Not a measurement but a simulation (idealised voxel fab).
This is a process module. Its name is voxel wiring stack.
Square cell edge 5 nm, section width 285 nm, ID cut.
When this document writes out a cross-section, it uses a grid of square cells and lists it as bands, beginning at the top and moving down, with a band standing for one or more rows of cells.
First you get the band's top height and its bottom height, in nm, and then the materials it's made of, left to right, with each width in nm. If you see a single material with "throughout", that one covers the band edge to edge. "empty" is empty space.
For the purposes of this specification, 0 denotes the height below which the wafer in its as-received condition is composed wholly of one material, and the lowermost band, lacking a lower limit, extends downward without end, as expressed in "top 0, no bottom".
Graded width ("30->40"): value in top row of band = first number; value in bottom row = second number; row-to-row change constant.
Basically "nothing was modified" means that step didn't change any cell in the cross-section.
Reported under the label "Closed void inventory" are the empty spaces having no open way to the top and comprising 8 cells or more; the notation for each is width x height at distance, in which the distance is measured from the left edge and all three values are in nm.
Step line, after settings: the simulator's comment on this step.
The line of a step may include "overlay nm". On a step with a mask, this value is how far to the right of its planned place the mask lay. A negative value means the mask lay to the left.
The following list gives the planned process steps:
1: RECEIVE (material Si)
2: CONFORMAL_DEP (material SiO2; thk nm 15)
3: CONFORMAL_DEP (material SiCN; thk nm 5)
4: DIRECTIONAL_DEP (material lowk; thk nm 15)
5: DIRECTIONAL_DEP (material aC; thk nm 10)
6: PATTERN (tone open; mask id METAL_1; material resist; width nm 20; pitch nm 50; thk nm 30; overlay nm 0)
7: DIRECTIONAL_ETCH (etch materials aC; depth nm 10)
8: STRIP (etch materials resist)
9: DIRECTIONAL_ETCH (etch materials lowk; depth nm 15)
10: DIRECTIONAL_ETCH (etch materials SiCN; depth nm 5)
11: STRIP (etch materials aC)
12: CONFORMAL_DEP (material TiN; thk nm 5)
13: FILL_DEP (material Cu; thk nm 10)
14: CMP (height nm 35)
15: CONFORMAL_DEP (material SiCN; thk nm 5)
16: DIRECTIONAL_DEP (material lowk; thk nm 30)
17: PATTERN (tone open; mask id METAL_2_HOLES; material resist; width nm 15; pitch nm 50; thk nm 15; overlay nm 0)
18: DIRECTIONAL_ETCH (etch materials lowk; depth nm 30)
19: STRIP (etch materials resist)
20: DIRECTIONAL_DEP (material aC; thk nm 15)
21: PATTERN (tone open; mask id METAL_2; material resist; width nm 20; pitch nm 50; thk nm 35; overlay nm 0)
22: DIRECTIONAL_ETCH (etch materials aC; depth nm 15)
23: STRIP (etch materials resist)
24: DIRECTIONAL_ETCH (etch materials lowk; depth nm 15)
25: DIRECTIONAL_ETCH (etch materials SiCN; depth nm 5)
26: STRIP (etch materials aC)
27: CONFORMAL_DEP (material TiN; thk nm 5)
28: FILL_DEP (material Cu; thk nm 5)
29: CMP (height nm 70)
30: CONFORMAL_DEP (material SiCN; thk nm 5)
Quick note for whoever runs this: the wafers start identical, but the width nm at step 17 isn't the same across them. The plan just shows what the first wafer had.
As-received cross-section, first of several wafers, post step 1:
* top 0, no bottom: Si throughout
* Closed void inventory: none
Where each wafer stands at the end of the module, a row apiece: cells of each material gained (+) or lost (-) since it was received, then closed voids:
width nm 15, +42 Cu, +150 SiCN, +171 SiO2, +78 TiN, +414 lowk, Closed void inventory: none
width nm 20, +54 Cu, +147 SiCN, +171 SiO2, +78 TiN, +405 lowk, Closed void inventory: none
width nm 25, +69 Cu, +147 SiCN, +171 SiO2, +81 TiN, +387 lowk, Closed void inventory: none
width nm 30, +84 Cu, +147 SiCN, +171 SiO2, +84 TiN, +369 lowk, Closed void inventory: none
